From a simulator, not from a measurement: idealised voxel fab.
process module | voxel gate over fins
cross-section cut | 255 nm wide | cells 5 nm
A cross-section is a grid of square cells, given in bands from the top down. A band is one or more rows of cells.
Each band's line starts with the height of the band's top and of its bottom, in nm. Then come its materials from left to right, each with its width in nm. One material with "throughout" fills the band from edge to edge. "air" is empty space.
Height 0 is the level under which the wafer as received is all one material. The lowest band goes on downwards, as in "0 down".
A width such as "30 to 40" changes by the same amount from each row of cells to the next, from the band's top row to its bottom row.
"no change" after a step means that no cell of the cross-section changed.
closed voids: empty space of 8 cells or more with no open way to the top, each as width x height at its distance from the left edge, in nm
after a step's settings: what the simulator itself notes on the step
overlay nm, on a step with a mask: how far to the right of its planned place the mask lay; to the left if negative
plan
1 op RECEIVE | material Si
2 op CONFORMAL_DEP | material SiN | thk nm 5
3 op DIRECTIONAL_DEP | material aC | thk nm 15
4 op PATTERN | tone cover | mask id FINS | material resist | width nm 15 | pitch nm 50 | thk nm 30 | overlay nm 0
5 op DIRECTIONAL_ETCH | etch materials aC | depth nm 15
6 op STRIP | etch materials resist
7 op DIRECTIONAL_ETCH | etch materials SiN | depth nm 5
8 op DIRECTIONAL_ETCH | etch materials Si | depth nm 40
9 op STRIP | etch materials aC
10 op OXIDIZE | depth nm 5
11 op FILL_DEP | material SiO2 | thk nm 15
12 op CMP | height nm 5
13 op PATTERN | tone open | mask id RAIL | material resist | width nm 15 | thk nm 15 | overlay nm 0
14 op DIRECTIONAL_ETCH | etch materials SiO2 | depth nm 40
15 op STRIP | etch materials resist
16 op CONFORMAL_DEP | material TiN | thk nm 5
17 op FILL_DEP | material Ru | thk nm 10
18 op CMP | height nm 5
19 op SELECTIVE_ETCH | etch materials W Ru TiN | depth nm 25
20 op FILL_DEP | material SiO2 | thk nm 5
21 op CMP | height nm 5
22 op SELECTIVE_ETCH | etch materials SiO2 | depth nm 15
23 op STRIP | etch materials SiN
24 op CONFORMAL_DEP | material HfO2 | thk nm 5
25 op CONFORMAL_DEP | material TiN | thk nm 5
26 op CONFORMAL_DEP | material TiAl | thk nm 5
27 op CONFORMAL_DEP | material TiN | thk nm 5
28 op FILL_DEP | material W | thk nm 10
29 op CMP | height nm 25
30 op CONFORMAL_DEP | material SiN | thk nm 5
first wafer, as planned
as received, after step 1
  0 down: Si throughout
  closed voids: none
after step 2
  5 to 0: SiN throughout
  below 0: unchanged
after step 3
  20 to 5: aC throughout
  below 5: unchanged
after step 4
  50 to 20: air 70 | resist 15 | air 35 | resist 15 | air 35 | resist 15 | air 70
  below 20: unchanged
after step 5
  35 to 20: air 70 | resist 15 | air 35 | resist 15 | air 35 | resist 15 | air 70
  20 to 5: air 70 | aC 15 | air 35 | aC 15 | air 35 | aC 15 | air 70
  below 5: unchanged
after step 6
  20 to 5: air 70 | aC 15 | air 35 | aC 15 | air 35 | aC 15 | air 70
  below 5: unchanged
after step 7
  20 to 5: air 70 | aC 15 | air 35 | aC 15 | air 35 | aC 15 | air 70
  5 to 0: air 70 | SiN 15 | air 35 | SiN 15 | air 35 | SiN 15 | air 70
  below 0: unchanged
after step 8
  20 to 5: air 70 | aC 15 | air 35 | aC 15 | air 35 | aC 15 | air 70
  5 to 0: air 70 | SiN 15 | air 35 | SiN 15 | air 35 | SiN 15 | air 70
  0 to -40: air 70 | Si 15 | air 35 | Si 15 | air 35 | Si 15 | air 70
  below -40: unchanged
after step 9
  5 to 0: air 70 | SiN 15 | air 35 | SiN 15 | air 35 | SiN 15 | air 70
  below 0: unchanged
after step 10
  5 to 0: air 70 | SiN 15 | air 35 | SiN 15 | air 35 | SiN 15 | air 70
  0 to -40: air 70 | SiO2 5 | Si 5 | SiO2 5 | air 35 | SiO2 5 | Si 5 | SiO2 5 | air 35 | SiO2 5 | Si 5 | SiO2 5 | air 70
  -40 to -45: SiO2 75 | Si 5 | SiO2 45 | Si 5 | SiO2 45 | Si 5 | SiO2 75
  below -45: unchanged
after step 11
  20 to 5: SiO2 throughout
  5 to 0: SiO2 70 | SiN 15 | SiO2 35 | SiN 15 | SiO2 35 | SiN 15 | SiO2 70
  0 to -45: SiO2 75 | Si 5 | SiO2 45 | Si 5 | SiO2 45 | Si 5 | SiO2 75
  below -45: unchanged
after step 12
  5 to 0: SiO2 70 | SiN 15 | SiO2 35 | SiN 15 | SiO2 35 | SiN 15 | SiO2 70
  below 0: unchanged
after step 13
  20 to 5: resist 95 | air 15 | resist 145
  below 5: unchanged
after step 14
  20 to 5: resist 95 | air 15 | resist 145
  5 to 0: SiO2 70 | SiN 15 | SiO2 10 | air 15 | SiO2 10 | SiN 15 | SiO2 35 | SiN 15 | SiO2 70
  0 to -35: SiO2 75 | Si 5 | SiO2 15 | air 15 | SiO2 15 | Si 5 | SiO2 45 | Si 5 | SiO2 75
  below -35: unchanged
after step 15
  5 to 0: SiO2 70 | SiN 15 | SiO2 10 | air 15 | SiO2 10 | SiN 15 | SiO2 35 | SiN 15 | SiO2 70
  below 0: unchanged
after step 16
  10 to 5: TiN 100 | air 5 | TiN 150
  5 to 0: SiO2 70 | SiN 15 | SiO2 10 | TiN 5 | air 5 | TiN 5 | SiO2 10 | SiN 15 | SiO2 35 | SiN 15 | SiO2 70
  0 to -30: SiO2 75 | Si 5 | SiO2 15 | TiN 5 | air 5 | TiN 5 | SiO2 15 | Si 5 | SiO2 45 | Si 5 | SiO2 75
  -30 to -35: SiO2 75 | Si 5 | SiO2 15 | TiN 15 | SiO2 15 | Si 5 | SiO2 45 | Si 5 | SiO2 75
  below -35: unchanged
after step 17
  20 to 10: Ru throughout
  10 to 5: TiN 100 | Ru 5 | TiN 150
  5 to 0: SiO2 70 | SiN 15 | SiO2 10 | TiN 5 | Ru 5 | TiN 5 | SiO2 10 | SiN 15 | SiO2 35 | SiN 15 | SiO2 70
  0 to -30: SiO2 75 | Si 5 | SiO2 15 | TiN 5 | Ru 5 | TiN 5 | SiO2 15 | Si 5 | SiO2 45 | Si 5 | SiO2 75
  below -30: unchanged
after step 18
  5 to 0: SiO2 70 | SiN 15 | SiO2 10 | TiN 5 | Ru 5 | TiN 5 | SiO2 10 | SiN 15 | SiO2 35 | SiN 15 | SiO2 70
  below 0: unchanged
after step 19
  5 to 0: SiO2 70 | SiN 15 | SiO2 10 | air 15 | SiO2 10 | SiN 15 | SiO2 35 | SiN 15 | SiO2 70
  0 to -20: SiO2 75 | Si 5 | SiO2 15 | air 15 | SiO2 15 | Si 5 | SiO2 45 | Si 5 | SiO2 75
  below -20: unchanged
after step 20
  10 to 5: SiO2 throughout
  5 to 0: SiO2 70 | SiN 15 | SiO2 35 | SiN 15 | SiO2 35 | SiN 15 | SiO2 70
  0 to -20: SiO2 75 | Si 5 | SiO2 45 | Si 5 | SiO2 45 | Si 5 | SiO2 75
  below -20: unchanged
after step 21
  5 to 0: SiO2 70 | SiN 15 | SiO2 35 | SiN 15 | SiO2 35 | SiN 15 | SiO2 70
  below 0: unchanged
after step 22
  5 to 0: air 70 | SiN 15 | air 35 | SiN 15 | air 35 | SiN 15 | air 70
  0 to -10: air 75 | Si 5 | air 45 | Si 5 | air 45 | Si 5 | air 75
  below -10: unchanged
after step 23
  0 to -10: air 75 | Si 5 | air 45 | Si 5 | air 45 | Si 5 | air 75
  below -10: unchanged
after step 24
  5 to 0: air 70 | HfO2 15 | air 35 | HfO2 15 | air 35 | HfO2 15 | air 70
  0 to -5: air 70 | HfO2 5 | Si 5 | HfO2 5 | air 35 | HfO2 5 | Si 5 | HfO2 5 | air 35 | HfO2 5 | Si 5 | HfO2 5 | air 70
  -5 to -10: HfO2 75 | Si 5 | HfO2 45 | Si 5 | HfO2 45 | Si 5 | HfO2 75
  below -10: unchanged
after step 25
  10 to 5: air 65 | TiN 25 | air 25 | TiN 25 | air 25 | TiN 25 | air 65
  5 to 0: air 65 | TiN 5 | HfO2 15 | TiN 5 | air 25 | TiN 5 | HfO2 15 | TiN 5 | air 25 | TiN 5 | HfO2 15 | TiN 5 | air 65
  0 to -5: TiN 70 | HfO2 5 | Si 5 | HfO2 5 | TiN 35 | HfO2 5 | Si 5 | HfO2 5 | TiN 35 | HfO2 5 | Si 5 | HfO2 5 | TiN 70
  below -5: unchanged
after step 26
  15 to 10: air 60 | TiAl 35 | air 15 | TiAl 35 | air 15 | TiAl 35 | air 60
  10 to 5: air 60 | TiAl 5 | TiN 25 | TiAl 5 | air 15 | TiAl 5 | TiN 25 | TiAl 5 | air 15 | TiAl 5 | TiN 25 | TiAl 5 | air 60
  5 to 0: TiAl 65 | TiN 5 | HfO2 15 | TiN 5 | TiAl 25 | TiN 5 | HfO2 15 | TiN 5 | TiAl 25 | TiN 5 | HfO2 15 | TiN 5 | TiAl 65
  below 0: unchanged
after step 27
  20 to 15: air 55 | TiN 45 | air 5 | TiN 45 | air 5 | TiN 45 | air 55
  15 to 10: air 55 | TiN 5 | TiAl 35 | TiN 5 | air 5 | TiN 5 | TiAl 35 | TiN 5 | air 5 | TiN 5 | TiAl 35 | TiN 5 | air 55
  10 to 5: TiN 60 | TiAl 5 | TiN 25 | TiAl 5 | TiN 15 | TiAl 5 | TiN 25 | TiAl 5 | TiN 15 | TiAl 5 | TiN 25 | TiAl 5 | TiN 60
  below 5: unchanged
after step 28
  30 to 20: W throughout
  20 to 15: W 55 | TiN 45 | W 5 | TiN 45 | W 5 | TiN 45 | W 55
  15 to 10: W 55 | TiN 5 | TiAl 35 | TiN 5 | W 5 | TiN 5 | TiAl 35 | TiN 5 | W 5 | TiN 5 | TiAl 35 | TiN 5 | W 55
  below 10: unchanged
after step 29
  25 to 20: W throughout
  below 20: unchanged
after step 30
  30 to 25: SiN throughout
  below 25: unchanged
second wafer: like start, like plan, one mistake. Through step 21 it matches the first wafer
when step 22 should have ended
  5 to 0: SiO2 70 | air 15 | SiO2 35 | air 15 | SiO2 35 | air 15 | SiO2 70
  below 0: unchanged
when step 23 should have ended
  0 to -10: air 75 | Si 5 | air 45 | Si 5 | air 45 | Si 5 | air 75
  -10 to -15: SiO2 55 | air 20 | Si 5 | air 20 | SiO2 5 | air 20 | Si 5 | air 20 | SiO2 5 | air 20 | Si 5 | air 20 | SiO2 55
  below -15: unchanged
when step 24 should have ended
  5 to 0: air 70 | HfO2 15 | air 35 | HfO2 15 | air 35 | HfO2 15 | air 70
  0 to -5: air 70 | HfO2 5 | Si 5 | HfO2 5 | air 35 | HfO2 5 | Si 5 | HfO2 5 | air 35 | HfO2 5 | Si 5 | HfO2 5 | air 70
  -5 to -10: HfO2 60 | air 10 | HfO2 5 | Si 5 | HfO2 5 | air 10 | HfO2 15 | air 10 | HfO2 5 | Si 5 | HfO2 5 | air 10 | HfO2 15 | air 10 | HfO2 5 | Si 5 | HfO2 5 | air 10 | HfO2 60
  -10 to -15: SiO2 55 | HfO2 20 | Si 5 | HfO2 20 | SiO2 5 | HfO2 20 | Si 5 | HfO2 20 | SiO2 5 | HfO2 20 | Si 5 | HfO2 20 | SiO2 55
  below -15: unchanged
when step 25 should have ended
  10 to 5: air 65 | TiN 25 | air 25 | TiN 25 | air 25 | TiN 25 | air 65
  5 to 0: air 65 | TiN 5 | HfO2 15 | TiN 5 | air 25 | TiN 5 | HfO2 15 | TiN 5 | air 25 | TiN 5 | HfO2 15 | TiN 5 | air 65
  0 to -5: TiN 70 | HfO2 5 | Si 5 | HfO2 5 | TiN 35 | HfO2 5 | Si 5 | HfO2 5 | TiN 35 | HfO2 5 | Si 5 | HfO2 5 | TiN 70
  -5 to -10: HfO2 60 | TiN 10 | HfO2 5 | Si 5 | HfO2 5 | TiN 10 | HfO2 15 | TiN 10 | HfO2 5 | Si 5 | HfO2 5 | TiN 10 | HfO2 15 | TiN 10 | HfO2 5 | Si 5 | HfO2 5 | TiN 10 | HfO2 60
  below -10: unchanged
when step 26 should have ended
  15 to 10: air 60 | TiAl 35 | air 15 | TiAl 35 | air 15 | TiAl 35 | air 60
  10 to 5: air 60 | TiAl 5 | TiN 25 | TiAl 5 | air 15 | TiAl 5 | TiN 25 | TiAl 5 | air 15 | TiAl 5 | TiN 25 | TiAl 5 | air 60
  5 to 0: TiAl 65 | TiN 5 | HfO2 15 | TiN 5 | TiAl 25 | TiN 5 | HfO2 15 | TiN 5 | TiAl 25 | TiN 5 | HfO2 15 | TiN 5 | TiAl 65
  below 0: unchanged
when step 27 should have ended
  20 to 15: air 55 | TiN 45 | air 5 | TiN 45 | air 5 | TiN 45 | air 55
  15 to 10: air 55 | TiN 5 | TiAl 35 | TiN 5 | air 5 | TiN 5 | TiAl 35 | TiN 5 | air 5 | TiN 5 | TiAl 35 | TiN 5 | air 55
  10 to 5: TiN 60 | TiAl 5 | TiN 25 | TiAl 5 | TiN 15 | TiAl 5 | TiN 25 | TiAl 5 | TiN 15 | TiAl 5 | TiN 25 | TiAl 5 | TiN 60
  below 5: unchanged
when step 28 should have ended
  30 to 20: W throughout
  20 to 15: W 55 | TiN 45 | W 5 | TiN 45 | W 5 | TiN 45 | W 55
  15 to 10: W 55 | TiN 5 | TiAl 35 | TiN 5 | W 5 | TiN 5 | TiAl 35 | TiN 5 | W 5 | TiN 5 | TiAl 35 | TiN 5 | W 55
  below 10: unchanged
when step 29 should have ended
  25 to 20: W throughout
  below 20: unchanged
when step 30 should have ended
  30 to 25: SiN throughout
  below 25: unchanged
what went wrong: steps 22 and 23 were swapped
at the end the second wafer has, in cells: 12 more of HfO2 | 24 fewer of SiO2 | 12 more of TiN
